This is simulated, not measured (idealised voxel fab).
Title: Process Module voxel wiring stack
The cross-section shown here is cut; it is 250 nm wide and divided into square cells measuring 5 nm on a side.
In this document a cross-section is written as a grid of square cells. It is given as a series of bands, listed from the top down, and a band is one or more rows of cells.
For a band, the entry starts with two heights in nm, that of the top and then that of the bottom, and carries on with the band's materials in order from left to right, each alongside its width in nm; the word "all across" beside a single material means it fills the band edge to edge, and "blank" means empty space.
Height 0 is the level under which the wafer as received is all one material. The lowest band goes on downwards, as in "z 0 and below".
The expression "30->40" gives the width at the extremes of the band, the first number at its top row of cells and the second at its bottom row, with the width changing by equal amounts from each row to the next in between.
It should be understood that the words "no alterations made", when stated for a given step, signify that the cross-section underwent no change in any of its cells during that step.
"Enclosed void entries" means: voids of 8 cells or more that are shut off from the top with no open way through. Written width x height at distance, distance from the left edge, in nm.
It should be noted that, on the line of a given step, the content following the step's settings is a remark produced by the simulator itself with respect to that step.
A step's line can hold "overlay nm"; with a mask on that step, the setting says how far right of the planned place the mask lay, while a negative setting says it lay to the left.

HERE'S WHAT THE PLANNED PROCESS STEPS LOOK LIKE
1: RECEIVE with material Si
2: CONFORMAL_DEP with material SiO2, thk nm 10
3: CONFORMAL_DEP with material SiCN, thk nm 5
4: DIRECTIONAL_DEP with material lowk, thk nm 15
5: DIRECTIONAL_DEP with material aC, thk nm 15
6: PATTERN with tone open, mask id METAL_1, material resist, width nm 20, pitch nm 40, thk nm 35, overlay nm 0
7: DIRECTIONAL_ETCH with etch materials aC, depth nm 15
8: STRIP with etch materials resist
9: DIRECTIONAL_ETCH with etch materials lowk, depth nm 15
10: DIRECTIONAL_ETCH with etch materials SiCN, depth nm 5
11: STRIP with etch materials aC
12: CONFORMAL_DEP with material TiN, thk nm 5
13: FILL_DEP with material W, thk nm 5
14: CMP with height nm 30
15: CONFORMAL_DEP with material SiCN, thk nm 5
16: DIRECTIONAL_DEP with material SiO2, thk nm 10
17: DIRECTIONAL_DEP with material aC, thk nm 10
18: PATTERN with tone open, mask id PLUG_1, material resist, width nm 15, pitch nm 40, thk nm 30, overlay nm 0
19: DIRECTIONAL_ETCH with etch materials aC, depth nm 10
20: STRIP with etch materials resist
21: DIRECTIONAL_ETCH with etch materials SiO2, depth nm 10
22: DIRECTIONAL_ETCH with etch materials SiCN, depth nm 5
23: STRIP with etch materials aC
24: CONFORMAL_DEP with material TiN, thk nm 5
25: FILL_DEP with material Cu, thk nm 10
26: CMP with height nm 45
27: CONFORMAL_DEP with material SiCN, thk nm 5
28: DIRECTIONAL_DEP with material SiO2, thk nm 15
29: DIRECTIONAL_DEP with material aC, thk nm 15
30: PATTERN with tone open, mask id METAL_2, material resist, width nm 20, pitch nm 40, thk nm 35, overlay nm 0
31: DIRECTIONAL_ETCH with etch materials aC, depth nm 15
32: STRIP with etch materials resist
33: DIRECTIONAL_ETCH with etch materials SiO2, depth nm 15
34: DIRECTIONAL_ETCH with etch materials SiCN, depth nm 5
35: STRIP with etch materials aC
36: CONFORMAL_DEP with material TiN, thk nm 5
37: FILL_DEP with material Ru, thk nm 5
38: CMP with height nm 65
39: CONFORMAL_DEP with material SiCN, thk nm 5
40: DIRECTIONAL_DEP with material lowk, thk nm 35
41: DIRECTIONAL_DEP with material aC, thk nm 10
42: PATTERN with tone open, mask id METAL_3_HOLES, material resist, width nm 15, pitch nm 40, thk nm 25, overlay nm 0
43: DIRECTIONAL_ETCH with etch materials aC, depth nm 10
44: STRIP with etch materials resist
45: DIRECTIONAL_ETCH with etch materials lowk, depth nm 35
46: STRIP with etch materials aC
47: PATTERN with tone open, mask id METAL_3, material resist, width nm 20, pitch nm 40, thk nm 20, overlay nm 0
48: DIRECTIONAL_ETCH with etch materials lowk, depth nm 20
49: DIRECTIONAL_ETCH with etch materials SiCN, depth nm 5
50: STRIP with etch materials resist
51: CONFORMAL_DEP with material TiN, thk nm 5
52: FILL_DEP with material Cu, thk nm 5
53: CMP with height nm 105
54: CONFORMAL_DEP with material SiN, thk nm 5

CROSS-SECTION OF THE INCOMING WAFER, STATE AFTER STEP 1
	z 0 and below: Si all across
	Enclosed void entries: none

CROSS-SECTION AT MODULE END, ONE RUN ERROR; START AND PLAN UNCHANGED FROM ABOVE
	z 110 to 105: SiN all across
	z 105 to 90: lowk 75; TiN 5; Cu 10; TiN 5; lowk 20; TiN 5; Cu 10; TiN 5; lowk 20; TiN 5; Cu 10; TiN 5; lowk 75
	z 90 to 85: lowk 75; TiN 5; Cu 5; TiN 10; lowk 20; TiN 5; Cu 5; TiN 10; lowk 20; TiN 5; Cu 5; TiN 10; lowk 75
	z 85 to 70: lowk 75; TiN 5; Cu 5; TiN 5; lowk 25; TiN 5; Cu 5; TiN 5; lowk 25; TiN 5; Cu 5; TiN 5; lowk 80
	z 70 to 65: SiCN 75; TiN 15; SiCN 25; TiN 15; SiCN 25; TiN 15; SiCN 80
	z 65 to 50: SiO2 75; TiN 5; Ru 10; TiN 5; SiO2 20; TiN 5; Ru 10; TiN 5; SiO2 20; TiN 5; Ru 10; TiN 5; SiO2 75
	z 50 to 45: SiCN 75; TiN 20; SiCN 20; TiN 20; SiCN 20; TiN 20; SiCN 75
	z 45 to 35: SiO2 75; TiN 5; Cu 5; TiN 5; SiO2 25; TiN 5; Cu 5; TiN 5; SiO2 25; TiN 5; Cu 5; TiN 5; SiO2 80
	z 35 to 30: SiCN 75; TiN 15; SiCN 25; TiN 15; SiCN 25; TiN 15; SiCN 80
	z 30 to 25: TiN 80; W 10; TiN 30; W 10; TiN 30; W 10; TiN 80
	z 25 to 15: lowk 75; TiN 5; W 10; TiN 5; lowk 20; TiN 5; W 10; TiN 5; lowk 20; TiN 5; W 10; TiN 5; lowk 75
	z 15 to 10: lowk 75; TiN 20; lowk 20; TiN 20; lowk 20; TiN 20; lowk 75
	z 10 to 0: SiO2 all across
	z 0 and below: Si all across
	Enclosed void entries: none
What was the processing mistake? not run: step 3 of the plan (skipped)
